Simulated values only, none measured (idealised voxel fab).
process module | voxel quadruple lines
cross-section cut | 150 nm wide | cells 5 nm
A cross-section is a grid of square cells, given in bands from the top down. A band is one or more rows of cells.
Each band's line starts with the height of the band's top and of its bottom, in nm. Then come its materials from left to right, each with its width in nm. One material with "throughout" fills the band from edge to edge. "air" is empty space.
Height 0 is the level under which the wafer as received is all one material. The lowest band goes on downwards, as in "0 down".
A width such as "30 to 40" changes by the same amount from each row of cells to the next, from the band's top row to its bottom row.
"no change" after a step means that no cell of the cross-section changed.
closed voids: empty space of 8 cells or more with no open way to the top, each as width x height at its distance from the left edge, in nm
after a step's settings: what the simulator itself notes on the step
overlay nm, on a step with a mask: how far to the right of its planned place the mask lay; to the left if negative
plan
1 op RECEIVE | material Si
2 op CONFORMAL_DEP | material Al2O3 | thk nm 10
3 op DIRECTIONAL_DEP | material W | thk nm 10
4 op DIRECTIONAL_DEP | material polySi | thk nm 20
5 op DIRECTIONAL_DEP | material aC | thk nm 20
6 op PATTERN | tone cover | mask id MANDREL | material resist | width nm 30 | thk nm 30 | overlay nm 0
7 op DIRECTIONAL_ETCH | etch materials aC | depth nm 20
8 op STRIP | etch materials resist
9 op CONFORMAL_DEP | material SiO2 | thk nm 10
10 op DIRECTIONAL_ETCH | etch materials SiO2 | depth nm 10
11 op STRIP | etch materials aC
12 op DIRECTIONAL_ETCH | etch materials polySi | depth nm 20
13 op STRIP | etch materials SiO2
14 op CONFORMAL_DEP | material SiCN | thk nm 10
15 op DIRECTIONAL_ETCH | etch materials SiCN | depth nm 10
16 op STRIP | etch materials polySi
17 op DIRECTIONAL_ETCH | etch materials W | depth nm 10
18 op STRIP | etch materials SiCN
first wafer, as planned
as received, after step 1
  0 down: Si throughout
  closed voids: none
after step 2
  10 to 0: Al2O3 throughout
  below 0: unchanged
after step 3
  20 to 10: W throughout
  below 10: unchanged
after step 4
  40 to 20: polySi throughout
  below 20: unchanged
after step 5
  60 to 40: aC throughout
  below 40: unchanged
after step 6
  90 to 60: air 60 | resist 30 | air 60
  below 60: unchanged
after step 7
  70 to 60: air 60 | resist 30 | air 60
  60 to 40: air 60 | aC 30 | air 60
  below 40: unchanged
after step 8
  60 to 40: air 60 | aC 30 | air 60
  below 40: unchanged
after step 9
  70 to 60: air 50 | SiO2 50 | air 50
  60 to 50: air 50 | SiO2 10 | aC 30 | SiO2 10 | air 50
  50 to 40: SiO2 60 | aC 30 | SiO2 60
  below 40: unchanged
after step 10
  60 to 40: air 50 | SiO2 10 | aC 30 | SiO2 10 | air 50
  below 40: unchanged
after step 11
  60 to 40: air 50 | SiO2 10 | air 30 | SiO2 10 | air 50
  below 40: unchanged
after step 12
  60 to 40: air 50 | SiO2 10 | air 30 | SiO2 10 | air 50
  40 to 20: air 50 | polySi 10 | air 30 | polySi 10 | air 50
  below 20: unchanged
after step 13
  40 to 20: air 50 | polySi 10 | air 30 | polySi 10 | air 50
  below 20: unchanged
after step 14
  50 to 40: air 40 | SiCN 30 | air 10 | SiCN 30 | air 40
  40 to 30: air 40 | SiCN 10 | polySi 10 | SiCN 10 | air 10 | SiCN 10 | polySi 10 | SiCN 10 | air 40
  30 to 20: SiCN 50 | polySi 10 | SiCN 30 | polySi 10 | SiCN 50
  below 20: unchanged
after step 15
  40 to 20: air 40 | SiCN 10 | polySi 10 | SiCN 10 | air 10 | SiCN 10 | polySi 10 | SiCN 10 | air 40
  below 20: unchanged
after step 16
  40 to 20: air 40 | SiCN 10 | air 10 | SiCN 10 | air 10 | SiCN 10 | air 10 | SiCN 10 | air 40
  below 20: unchanged
after step 17
  40 to 20: air 40 | SiCN 10 | air 10 | SiCN 10 | air 10 | SiCN 10 | air 10 | SiCN 10 | air 40
  20 to 10: air 40 | W 10 | air 10 | W 10 | air 10 | W 10 | air 10 | W 10 | air 40
  below 10: unchanged
after step 18
  20 to 10: air 40 | W 10 | air 10 | W 10 | air 10 | W 10 | air 10 | W 10 | air 40
  below 10: unchanged
second wafer: like start, like plan, one mistake. Through step 16 it matches the first wafer
when step 17 should have ended
  40 to 20: air 40 | SiCN 10 | air 10 | SiCN 10 | air 10 | SiCN 10 | air 10 | SiCN 10 | air 40
  20 to 15: air 40 | W 10 | air 10 | W 10 | air 10 | W 10 | air 10 | W 10 | air 40
  below 15: unchanged
when step 18 should have ended
  20 to 15: air 40 | W 10 | air 10 | W 10 | air 10 | W 10 | air 10 | W 10 | air 40
  below 15: unchanged
what went wrong: step 17 ran as: op DIRECTIONAL_ETCH | etch materials W | depth nm 5
at the end the second wafer has, in cells: 22 more of W
